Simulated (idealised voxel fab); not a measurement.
The name of this process module is voxel wiring stack.
Xsec cut, 235 nm wide, square cell size 5 nm.
Notation: cross-section as square-cell grid; stated in bands, top first, going down; one or more cell rows per band.
Read a band's entry like this: the first values are the height of its top and the height of its bottom in nm, and what follows is the sequence of materials from left to right, each with its width in nm. Note that "air" is empty space, and that a single material marked "edge to edge" reaches across the band from edge to edge.
Measure heights from 0. That's the level where, below it, the as-received wafer is all one material. The lowest band is bottomless and extends downward; write it as in "0 nm and below".
A width given as "30->40" starts at the first number in the band's top row and ends at the second number in its bottom row, shifting by an equal amount at every step from row to row.
What does "all unchanged" mean for a step? It means no cell of the cross-section changed in that step.
Look at "Trapped void list" for the closed voids: empty spaces with no open path to the top, sized 8 cells or up. Each is width x height at distance, distance from the left edge, all nm.
It should be noted that, on the line of a given step, the content following the step's settings is a remark produced by the simulator itself with respect to that step.
When a step includes a mask, the "overlay nm" setting on its line states how far to the right of its planned place that mask lay, and negative values state how far to the left.

**Below is the list of planned process steps**
1. RECEIVE | material Si
2. CONFORMAL_DEP | material SiO2 | thk nm 15
3. DIRECTIONAL_DEP | material TiN | thk nm 5
4. DIRECTIONAL_DEP | material W | thk nm 25
5. DIRECTIONAL_DEP | material aC | thk nm 15
6. PATTERN | tone cover | mask id METAL_1 | material resist | width nm 25 | pitch nm 45 | thk nm 35 | overlay nm 0
7. DIRECTIONAL_ETCH | etch materials aC | depth nm 15
8. STRIP | etch materials resist
9. DIRECTIONAL_ETCH | etch materials W | depth nm 25
10. DIRECTIONAL_ETCH | etch materials TiN | depth nm 5
11. STRIP | etch materials aC
12. CONFORMAL_DEP | material SiCN | thk nm 5
13. FILL_DEP | material lowk | thk nm 10
14. CMP | height nm 45
15. CONFORMAL_DEP | material SiCN | thk nm 5
16. DIRECTIONAL_DEP | material SiO2 | thk nm 30
17. DIRECTIONAL_DEP | material aC | thk nm 15
18. PATTERN | tone open | mask id METAL_2 | material resist | width nm 25 | pitch nm 45 | thk nm 35 | overlay nm 0
19. DIRECTIONAL_ETCH | etch materials aC | depth nm 15
20. STRIP | etch materials resist
21. DIRECTIONAL_ETCH | etch materials SiO2 | depth nm 15
22. STRIP | etch materials aC
23. MASKED_ETCH | tone open | mask id METAL_2_HOLES | width nm 15 | pitch nm 45 | etch materials SiO2 | depth nm 15 | overlay nm 0
24. MASKED_ETCH | tone open | mask id METAL_2_HOLES | width nm 15 | pitch nm 45 | etch materials SiCN | depth nm 5 | overlay nm 0
25. CONFORMAL_DEP | material TiN | thk nm 5
26. FILL_DEP | material Cu | thk nm 10
27. CMP | height nm 80
28. CONFORMAL_DEP | material SiCN | thk nm 5
29. DIRECTIONAL_DEP | material SiO2 | thk nm 25
30. PATTERN | tone open | mask id METAL_3 | material resist | width nm 25 | pitch nm 45 | thk nm 15 | overlay nm 0
31. DIRECTIONAL_ETCH | etch materials SiO2 | depth nm 15
32. STRIP | etch materials resist
33. MASKED_ETCH | tone open | mask id METAL_3_HOLES | width nm 15 | pitch nm 90 | etch materials SiO2 | depth nm 10 | overlay nm 0
34. MASKED_ETCH | tone open | mask id METAL_3_HOLES | width nm 15 | pitch nm 90 | etch materials SiCN | depth nm 5 | overlay nm 0
35. CONFORMAL_DEP | material TiN | thk nm 5
36. FILL_DEP | material Cu | thk nm 10
37. CMP | height nm 110
38. CONFORMAL_DEP | material SiCN | thk nm 5

**Cross-section of the wafer as it came to us, i.e., already through step 1**
* 0 nm and below  Si edge to edge
* Trapped void list: none

**Look at the cross-section after the module: the wafer started out the way shown above and the plan was the one shown above, yet one mistake was made along the way**
* 115 nm to 110 nm  SiCN edge to edge
* 110 nm to 100 nm  60 of SiO2, then 5 of TiN, then 15 of Cu, then 5 of TiN, then 20 of SiO2, then 5 of TiN, then 15 of Cu, then 5 of TiN, then 20 of SiO2, then 5 of TiN, then 15 of Cu, then 5 of TiN, then 60 of SiO2
* 100 nm to 95 nm  60 of SiO2, then 5 of TiN, then 5 of Cu, then 15 of TiN, then 20 of SiO2, then 25 of TiN, then 20 of SiO2, then 5 of TiN, then 5 of Cu, then 15 of TiN, then 60 of SiO2
* 95 nm to 85 nm  60 of SiO2, then 5 of TiN, then 5 of Cu, then 5 of TiN, then 75 of SiO2, then 5 of TiN, then 5 of Cu, then 5 of TiN, then 70 of SiO2
* 85 nm to 80 nm  60 of SiCN, then 15 of TiN, then 75 of SiCN, then 15 of TiN, then 70 of SiCN
* 80 nm to 70 nm  60 of SiO2, then 5 of TiN, then 15 of Cu, then 5 of TiN, then 20 of SiO2, then 5 of TiN, then 15 of Cu, then 5 of TiN, then 20 of SiO2, then 5 of TiN, then 15 of Cu, then 5 of TiN, then 60 of SiO2
* 70 nm to 65 nm  60 of SiO2, then 5 of TiN, then 5 of Cu, then 15 of TiN, then 20 of SiO2, then 5 of TiN, then 5 of Cu, then 15 of TiN, then 20 of SiO2, then 5 of TiN, then 5 of Cu, then 15 of TiN, then 60 of SiO2
* 65 nm to 50 nm  60 of SiO2, then 5 of TiN, then 5 of Cu, then 5 of TiN, then 30 of SiO2, then 5 of TiN, then 5 of Cu, then 5 of TiN, then 30 of SiO2, then 5 of TiN, then 5 of Cu, then 5 of TiN, then 70 of SiO2
* 50 nm to 45 nm  60 of SiCN, then 15 of TiN, then 30 of SiCN, then 15 of TiN, then 30 of SiCN, then 15 of TiN, then 70 of SiCN
* 45 nm to 20 nm  60 of lowk, then 5 of SiCN, then 25 of W, then 5 of SiCN, then 10 of lowk, then 5 of SiCN, then 25 of W, then 5 of SiCN, then 10 of lowk, then 5 of SiCN, then 25 of W, then 5 of SiCN, then 50 of lowk
* 20 nm to 15 nm  65 of SiCN, then 25 of TiN, then 20 of SiCN, then 25 of TiN, then 20 of SiCN, then 25 of TiN, then 55 of SiCN
* 15 nm to 0 nm  SiO2 edge to edge
* 0 nm and below  Si edge to edge
* Trapped void list: none
Run error: so step 6 ended up running with a different setting than we planned, it ran as PATTERN | tone cover | mask id METAL_1 | material resist | width nm 25 | pitch nm 45 | thk nm 35 | overlay nm 5
